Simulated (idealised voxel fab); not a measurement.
process module | voxel capacitor over wiring
cross-section cut | 150 nm wide | cells 5 nm
A cross-section is a grid of square cells, given in bands from the top down. A band is one or more rows of cells.
Each band's line starts with the height of the band's top and of its bottom, in nm. Then come its materials from left to right, each with its width in nm. One material with "throughout" fills the band from edge to edge. "air" is empty space.
Height 0 is the level under which the wafer as received is all one material. The lowest band goes on downwards, as in "0 down".
A width such as "30 to 40" changes by the same amount from each row of cells to the next, from the band's top row to its bottom row.
"no change" after a step means that no cell of the cross-section changed.
closed voids: empty space of 8 cells or more with no open way to the top, each as width x height at its distance from the left edge, in nm
after a step's settings: what the simulator itself notes on the step
overlay nm, on a step with a mask: how far to the right of its planned place the mask lay; to the left if negative
plan
1 op RECEIVE | material Si
2 op CONFORMAL_DEP | material SiO2 | thk nm 15
3 op CONFORMAL_DEP | material SiCN | thk nm 5
4 op DIRECTIONAL_DEP | material SiO2 | thk nm 25
5 op PATTERN | tone open | mask id METAL_1 | material resist | width nm 20 | pitch nm 90 | thk nm 15 | overlay nm 0
6 op DIRECTIONAL_ETCH | etch materials SiO2 | depth nm 25
7 op DIRECTIONAL_ETCH | etch materials SiCN | depth nm 5
8 op STRIP | etch materials resist
9 op CONFORMAL_DEP | material TiN | thk nm 5
10 op FILL_DEP | material W | thk nm 10
11 op CMP | height nm 45
12 op CONFORMAL_DEP | material SiCN | thk nm 5
13 op DIRECTIONAL_DEP | material lowk | thk nm 10
14 op MASKED_ETCH | tone open | mask id PLUG_1 | width nm 15 | etch materials lowk | depth nm 10 | overlay nm 0
15 op MASKED_ETCH | tone open | mask id PLUG_1 | width nm 15 | etch materials SiCN | depth nm 5 | overlay nm 0
16 op EPI | material Ru | thk nm 10
17 op EPI | material Ru | thk nm 5
18 op DIRECTIONAL_DEP | material TiN | thk nm 10
19 op DIRECTIONAL_DEP | material HfO2 | thk nm 5
20 op DIRECTIONAL_DEP | material TiN | thk nm 10
21 op MASKED_ETCH | tone cover | mask id UPPER_PLATE | width nm 75 | etch materials TiN | depth nm 10 | overlay nm 0
22 op MASKED_ETCH | tone cover | mask id UPPER_PLATE | width nm 75 | etch materials HfO2 | depth nm 5 | overlay nm 0
23 op DIRECTIONAL_DEP | material aC | thk nm 15
24 op PATTERN | tone cover | mask id LOWER_PLATE | material resist | width nm 85 | thk nm 35 | overlay nm 0
25 op DIRECTIONAL_ETCH | etch materials aC | depth nm 15
26 op STRIP | etch materials resist
27 op DIRECTIONAL_ETCH | etch materials TiN | depth nm 10
28 op STRIP | etch materials aC
29 op FILL_DEP | material SiO2 | thk nm 20
30 op CMP | height nm 100
31 op MASKED_ETCH | tone open | mask id PLUG_2 | width nm 15 | etch materials SiO2 | depth nm 15 | overlay nm 0
32 op CONFORMAL_DEP | material TiN | thk nm 5
33 op FILL_DEP | material Cu | thk nm 5
34 op CMP | height nm 100
35 op CONFORMAL_DEP | material SiCN | thk nm 5
as received, after step 1
  0 down: Si throughout
  closed voids: none
first wafer at the end, as planned
  105 to 100: SiCN throughout
  100 to 90: SiO2 35 | TiN 5 | Cu 5 | TiN 5 | SiO2 100
  90 to 85: SiO2 35 | TiN 15 | SiO2 100
  85 to 75: SiO2 25 | TiN 75 | SiO2 50
  75 to 70: SiO2 25 | HfO2 75 | SiO2 50
  70 to 60: SiO2 20 | TiN 85 | SiO2 45
  60 to 50: lowk 25 | Ru 15 | lowk 110
  50 to 45: SiCN 25 | Ru 15 | SiCN 110
  45 to 20: SiO2 20 | TiN 5 | W 10 | TiN 5 | SiO2 70 | TiN 5 | W 10 | TiN 5 | SiO2 20
  20 to 15: SiCN 20 | TiN 20 | SiCN 70 | TiN 20 | SiCN 20
  15 to 0: SiO2 throughout
  0 down: Si throughout
  closed voids: none
second wafer at the end: like start, like plan, one mistake
  105 to 100: SiCN throughout
  100 to 90: SiO2 35 | TiN 5 | Cu 5 | TiN 5 | SiO2 100
  90 to 80: SiO2 35 to 40 | TiN 15 to 60 | SiO2 100 to 50
  80 to 75: SiO2 25 | TiN 75 | SiO2 50
  75 to 70: SiO2 25 | TiN 15 | HfO2 60 | SiO2 50
  70 to 65: SiO2 20 | TiN 5 | HfO2 15 | TiN 65 | SiO2 45
  65 to 60: SiO2 20 | TiN 85 | SiO2 45
  60 to 55: SiCN 25 | TiN 15 | SiCN 110
  55 to 45: lowk throughout
  45 to 20: SiO2 20 | TiN 5 | W 10 | TiN 5 | SiO2 70 | TiN 5 | W 10 | TiN 5 | SiO2 20
  20 to 15: SiCN 20 | TiN 20 | SiCN 70 | TiN 20 | SiCN 20
  15 to 0: SiO2 throughout
  0 down: Si throughout
  closed voids: none
what went wrong: steps 12 and 13 were swapped
at the end the second wafer has, in cells: 9 fewer of Ru | 3 more of SiO2 | 6 more of lowk
